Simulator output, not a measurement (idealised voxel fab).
process module | voxel plated lines
cross-section cut | 275 nm wide | cells 5 nm
A cross-section is a grid of square cells, given in bands from the top down. A band is one or more rows of cells.
Each band's line starts with the height of the band's top and of its bottom, in nm. Then come its materials from left to right, each with its width in nm. One material with "throughout" fills the band from edge to edge. "air" is empty space.
Height 0 is the level under which the wafer as received is all one material. The lowest band goes on downwards, as in "0 down".
A width such as "30 to 40" changes by the same amount from each row of cells to the next, from the band's top row to its bottom row.
"no change" after a step means that no cell of the cross-section changed.
closed voids: empty space of 8 cells or more with no open way to the top, each as width x height at its distance from the left edge, in nm
after a step's settings: what the simulator itself notes on the step
overlay nm, on a step with a mask: how far to the right of its planned place the mask lay; to the left if negative
plan
1 op RECEIVE | material Si
2 op CONFORMAL_DEP | material Al2O3 | thk nm 5
3 op DIRECTIONAL_DEP | material TiN | thk nm 5
4 op PATTERN | tone open | mask id LINES | material resist | width nm 30 | pitch nm 45 | thk nm 25 | overlay nm 0
5 op EPI | material Ru | thk nm 10
6 op EPI | material Ru | thk nm 10
7 op STRIP | etch materials resist
8 op DIRECTIONAL_ETCH | etch materials TiN | depth nm 5
9 op CONFORMAL_DEP | material SiO2 | thk nm 5
as received, after step 1
  0 down: Si throughout
  closed voids: none
first wafer at the end, as planned
  35 to 30: air 95 | SiO2 40 | air 5 | SiO2 40 | air 95
  30 to 10: air 95 | SiO2 5 | Ru 30 | SiO2 5 | air 5 | SiO2 5 | Ru 30 | SiO2 5 | air 95
  10 to 5: SiO2 100 | TiN 30 | SiO2 15 | TiN 30 | SiO2 100
  5 to 0: Al2O3 throughout
  0 down: Si throughout
  closed voids: none
second wafer at the end: like start, like plan, one mistake
  35 to 30: air 90 | SiO2 40 | air 5 | SiO2 40 | air 100
  30 to 10: air 90 | SiO2 5 | Ru 30 | SiO2 5 | air 5 | SiO2 5 | Ru 30 | SiO2 5 | air 100
  10 to 5: SiO2 95 | TiN 30 | SiO2 15 | TiN 30 | SiO2 105
  5 to 0: Al2O3 throughout
  0 down: Si throughout
  closed voids: none
what went wrong: step 4 ran as: op PATTERN | tone open | mask id LINES | material resist | width nm 30 | pitch nm 45 | thk nm 25 | overlay nm -5
at the end the second wafer has, in cells: as many of each material as the first, in other places
